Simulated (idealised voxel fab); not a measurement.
process module | voxel gate over fins
Displayed cross-section: cut, width of 280 nm, square cells sized 5 nm.
When this document writes out a cross-section, it uses a grid of square cells and lists it as bands, beginning at the top and moving down, with a band standing for one or more rows of cells.
Top height, bottom height, nm. Materials left to right, width each, nm. Single material + "everywhere" = fills band edge to edge. "blank" = empty.
Where do heights start? At 0: under that level the wafer as delivered is made of one material only. And the lowest band has no floor; it just carries on downward, as in "0..down".
Quick explanation for "30..40": the width changes in equal steps down the rows of cells, from the first number in the band's top row to the second number in its bottom row.
Key: "no modification" - step with no changed cell in the cross-section.
"Enclosed cavities" - sealed voids, min. 8 cells, no opening to top; format: width x height at distance (distance from left edge; nm throughout).
Past the settings on a step's line: simulator remark, on that step.
For masked steps, "overlay nm" on the step line gives how far right of plan the mask actually lay; a minus sign means it lay to the left.
The steps planned for the process are as follows
1. RECEIVE with material Si
2. CONFORMAL_DEP with material SiN, thk nm 10
3. DIRECTIONAL_DEP with material aC, thk nm 15
4. PATTERN with tone cover, mask id FINS, material resist, width nm 15, pitch nm 50, thk nm 30, overlay nm 0
5. DIRECTIONAL_ETCH with etch materials aC, depth nm 15
6. STRIP with etch materials resist
7. DIRECTIONAL_ETCH with etch materials SiN, depth nm 10
8. DIRECTIONAL_ETCH with etch materials Si, depth nm 30
9. STRIP with etch materials aC
10. OXIDIZE with depth nm 5
11. FILL_DEP with material SiO2, thk nm 15
12. CMP with height nm 10
13. MASKED_ETCH with tone open, mask id RAIL, width nm 15, etch materials SiO2, depth nm 35, overlay nm 0
14. CONFORMAL_DEP with material TiN, thk nm 5
15. FILL_DEP with material W, thk nm 5
16. CMP with height nm 10
17. SELECTIVE_ETCH with etch materials W Ru TiN, depth nm 25
18. FILL_DEP with material SiO2, thk nm 5
19. CMP with height nm 10
20. SELECTIVE_ETCH with etch materials SiO2, depth nm 20
21. STRIP with etch materials SiN
22. CONFORMAL_DEP with material HfO2, thk nm 5
23. CONFORMAL_DEP with material TiN, thk nm 5
24. FILL_DEP with material W, thk nm 15
25. CMP with height nm 20
26. CONFORMAL_DEP with material SiN, thk nm 5
The wafers are alike at the start. At step 13, their width nm differs. The plan lists the first wafer's value.
After step 1, as received: first of several wafers, cross-section
  0..down: Si everywhere
  Enclosed cavities: none
The following table contains a row per wafer, in which are reported, at the conclusion of the module, the cells of each material gained (+) or lost (-) since the wafer's receipt, with its closed voids given thereafter
width nm 15; +72 HfO2; -364 Si; +56 SiN; +254 SiO2; +77 TiN; +185 W; Enclosed cavities: none
width nm 20; +72 HfO2; -364 Si; +56 SiN; +252 SiO2; +78 TiN; +186 W; Enclosed cavities: none
width nm 25; +72 HfO2; -364 Si; +56 SiN; +250 SiO2; +79 TiN; +187 W; Enclosed cavities: none
width nm 30; +72 HfO2; -364 Si; +56 SiN; +248 SiO2; +80 TiN; +188 W; Enclosed cavities: none
